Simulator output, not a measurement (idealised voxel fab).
process module | voxel self aligned vias
Cross-section cut spans 295 nm and uses square cells 5 nm in size.
Cross-sections here: square-cell grids, written as top-down lists of bands, a band being one or more rows of cells. Band: top height; bottom height; in nm. Then, left to right: material with width in nm, for each material. "everywhere": a single material spanning edge to edge. "air": empty space. Below 0: as-received wafer, all one material; heights counted from there. Lowest band: no bottom, goes on down, written "0 down". Quick explanation for "30 to 40": the width changes in equal steps down the rows of cells, from the first number in the band's top row to the second number in its bottom row. What does "no modifications" mean for a step? It means no cell of the cross-section changed in that step. "Sealed void listing" lists enclosed empty spaces (at least 8 cells, no open path upward to the top), each as width x height at distance from the left edge, in nm. It should be noted that, on the line of a given step, the content following the step's settings is a remark produced by the simulator itself with respect to that step. overlay nm, on a step with a mask: how far to the right of its planned place the mask lay; to the left if negative.
Process steps foreseen in the plan
step 1: RECEIVE with material Si
step 2: CONFORMAL_DEP with material SiO2, thk nm 10
step 3: CONFORMAL_DEP with material SiCN, thk nm 5
step 4: DIRECTIONAL_DEP with material lowk, thk nm 30
step 5: DIRECTIONAL_DEP with material aC, thk nm 15
step 6: PATTERN with tone open, mask id LINES, material resist, width nm 30, pitch nm 70, thk nm 35, overlay nm 0
step 7: DIRECTIONAL_ETCH with etch materials aC, depth nm 15
step 8: STRIP with etch materials resist
step 9: DIRECTIONAL_ETCH with etch materials lowk, depth nm 30
step 10: STRIP with etch materials aC
step 11: CONFORMAL_DEP with material TiN, thk nm 5
step 12: FILL_DEP with material W, thk nm 10
step 13: CMP with height nm 45
step 14: SELECTIVE_ETCH with etch materials W Ru TiN, depth nm 10
step 15: FILL_DEP with material SiN, thk nm 10
step 16: CMP with height nm 45
step 17: DIRECTIONAL_DEP with material lowk, thk nm 20
step 18: PATTERN with tone open, mask id VIAS, material resist, width nm 40, thk nm 15, overlay nm 0
step 19: DIRECTIONAL_ETCH with etch materials lowk, depth nm 20
step 20: DIRECTIONAL_ETCH with etch materials SiN, depth nm 10
step 21: STRIP with etch materials resist
step 22: CONFORMAL_DEP with material TiN, thk nm 5
step 23: FILL_DEP with material W, thk nm 5
step 24: CMP with height nm 65
step 25: CONFORMAL_DEP with material SiCN, thk nm 5
Here's what the wafer looked like in cross-section when it arrived - that's after step 1
0 down  Si everywhere
Sealed void listing: none
What the wafer looks like in cross-section after this module, when it starts as shown above and follows the plan above but one mistake is made in running it
70 to 65  SiCN everywhere
65 to 50  lowk (80), TiN (5), W (30), TiN (5), lowk (175)
50 to 45  lowk (80), TiN (20), W (15), TiN (5), lowk (175)
45 to 40  lowk (95), TiN (5), W (15), TiN (5), SiN (5), lowk (40), SiN (30), lowk (100)
40 to 35  lowk (95), TiN (25), SiN (5), lowk (40), SiN (30), lowk (100)
35 to 20  lowk (95), TiN (5), W (20), TiN (5), lowk (40), TiN (5), W (20), TiN (5), lowk (100)
20 to 15  lowk (95), TiN (30), lowk (40), TiN (30), lowk (100)
15 to 10  SiCN everywhere
10 to 0  SiO2 everywhere
0 down  Si everywhere
Sealed void listing: none
In executing the process, a mistake was made relative to the plan: step 18 went in with a setting other than planned; the actual run was PATTERN with tone open, mask id VIAS, material resist, width nm 40, thk nm 15, overlay nm -10
